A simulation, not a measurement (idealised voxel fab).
This is a process module. Its name is voxel released beams.
Pictured: cross-section cut, 140 nm wide, on a grid of 5 nm square cells.
Throughout this document, each cross-section is represented as a grid of square cells and is presented as a sequence of bands enumerated from the top downward, where a band comprises one or more rows of cells. Per band: top height and bottom height in nm, followed by the left-to-right materials and their widths in nm; "everywhere" marks a single material spanning edge to edge, "blank" marks empty space. Ref level 0: as-received wafer is one material below here. Bottom band extends down with no lower bound ("0 nm and below"). Quick explanation for "30->40": the width changes in equal steps down the rows of cells, from the first number in the band's top row to the second number in its bottom row. When a step is marked "stayed the same", none of the cells in the cross-section changed during that step. In the "Closed void inventory" entry, you get each enclosed empty space of 8 cells or more, one with no open way to the top, written width x height at distance, distance from the left edge, in nm. Whatever follows a step's settings on its line is a remark the simulator itself makes about that step. "overlay nm", when on a step's line for a step with a mask, measures how far to the right of its planned place the mask lay; a negative measure means to the left.
The steps planned for the process are as follows
step 1: RECEIVE, material Si
step 2: CONFORMAL_DEP, material Al2O3, thk nm 5
step 3: DIRECTIONAL_DEP, material SiO2, thk nm 10
step 4: MASKED_ETCH, tone open, mask id ANCHOR, width nm 30, etch materials SiO2, depth nm 10, overlay nm 0
step 5: CONFORMAL_DEP, material W, thk nm 10
step 6: MASKED_ETCH, tone cover, mask id BEAM, width nm 80, etch materials W, depth nm 10, overlay nm 0
step 7: STRIP, etch materials SiO2
First of two wafers - as planned
The cross-section here shows the wafer as received, i.e. in its state after step 1
	0 nm and below  Si everywhere
	Closed void inventory: none
Wafer xsec, post step 2
	5 nm to 0 nm  Al2O3 everywhere
	At heights below 0, the structure remains unaltered.
Wafer xsec, post step 3
	15 nm to 5 nm  SiO2 everywhere
	At heights below 5, the structure remains unaltered.
Wafer xsec, post step 4
	15 nm to 5 nm  30 of SiO2; 30 of blank; 80 of SiO2
	At heights below 5, the structure remains unaltered.
Wafer xsec, post step 5
	25 nm to 15 nm  40 of W; 10 of blank; 90 of W
	15 nm to 5 nm  30 of SiO2; 30 of W; 80 of SiO2
	At heights below 5, the structure remains unaltered.
Wafer xsec, post step 6
	25 nm to 15 nm  25 of blank; 15 of W; 10 of blank; 55 of W; 35 of blank
	At heights below 15, the structure remains unaltered.
Wafer xsec, post step 7
	25 nm to 15 nm  25 of blank; 15 of W; 10 of blank; 55 of W; 35 of blank
	15 nm to 5 nm  30 of blank; 30 of W; 80 of blank
	At heights below 5, the structure remains unaltered.
The second wafer: identical to the first at the outset and in its planned sequence, differing only in that one mistake was made during processing; up to and including step 6, its path is the first wafer's path
Cross-section of the second wafer at the time step 7 of the plan should have ended
	25 nm to 15 nm  25 of blank; 15 of W; 10 of blank; 55 of W; 35 of blank
	15 nm to 5 nm  30 of blank; 30 of W; 80 of blank
	At heights below 5, the structure remains unaltered.
Against the plan, the run slipped here: step 7 from the plan got run twice
Since the two wafers finish with cross-sections that are the same, nothing this model computes is changed by the mistake.
